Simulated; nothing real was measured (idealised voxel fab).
The document below concerns the process module designated voxel self aligned vias.
We display cut, a cross-section 290 nm in width whose square cells are each 5 nm.
Throughout this document, each cross-section is represented as a grid of square cells and is presented as a sequence of bands enumerated from the top downward, where a band comprises one or more rows of cells.
Heights first: top, then bottom, in nm. Then materials, left to right, each with a width in nm. "edge to edge" on a single material: fills the band edge to edge. "blank": empty space.
Heights are measured from 0, the level below which the as-received wafer is all one material; the lowest band has no bottom and continues downward, written as in "top 0, no bottom".
Top row gets the first number, bottom row gets the second, and each row in between changes by the same step: that is how a band width like "30 to 40" works.
What does "nothing was modified" mean for a step? It means no cell of the cross-section changed in that step.
"Trapped voids": sealed empty spaces, 8 cells or more, no open way to top, listed width x height at distance, with distance from the left edge and width, height and distance in nm.
after a step's settings: what the simulator itself notes on the step
"overlay nm", when on a step's line for a step with a mask, measures how far to the right of its planned place the mask lay; a negative measure means to the left.

Steps planned for the process
1 RECEIVE: material Si
2 CONFORMAL_DEP: material SiO2, thk nm 15
3 CONFORMAL_DEP: material SiCN, thk nm 5
4 DIRECTIONAL_DEP: material SiO2, thk nm 20
5 MASKED_ETCH: tone open, mask id LINES, width nm 25, pitch nm 70, etch materials SiO2, depth nm 20, overlay nm 0
6 CONFORMAL_DEP: material TiN, thk nm 5
7 FILL_DEP: material Ru, thk nm 10
8 CMP: height nm 40
9 SELECTIVE_ETCH: etch materials W Ru TiN, depth nm 10
10 FILL_DEP: material SiN, thk nm 5
11 CMP: height nm 40
12 DIRECTIONAL_DEP: material SiO2, thk nm 20
13 PATTERN: tone open, mask id VIAS, material resist, width nm 45, thk nm 20, overlay nm 0
14 DIRECTIONAL_ETCH: etch materials SiO2, depth nm 20
15 DIRECTIONAL_ETCH: etch materials SiN, depth nm 10
16 STRIP: etch materials resist
17 CONFORMAL_DEP: material TiN, thk nm 5
18 FILL_DEP: material W, thk nm 5
19 CMP: height nm 60
20 CONFORMAL_DEP: material SiN, thk nm 5
Where the wafers of this document differ is in the thk nm of step 6; they start out the same, and the plan states the value that applied to the first wafer.

Cross-section, first of several wafers, as delivered after step 1
* top 0, no bottom  Si edge to edge
* Trapped voids: none

Each row below is a wafer at the end of the module, listing for every material the number of cells it has gained (+) or lost (-) since it was received, followed by its closed voids
thk nm 5 | +6 Ru | +58 SiCN | +68 SiN | +562 SiO2 | +33 TiN | +27 W | Trapped voids: none
thk nm 10 | +58 SiCN | +68 SiN | +562 SiO2 | +39 TiN | +27 W | Trapped voids: none
thk nm 15 | +58 SiCN | +68 SiN | +562 SiO2 | +39 TiN | +27 W | Trapped voids: none
thk nm 20 | +58 SiCN | +68 SiN | +562 SiO2 | +39 TiN | +27 W | Trapped voids: none
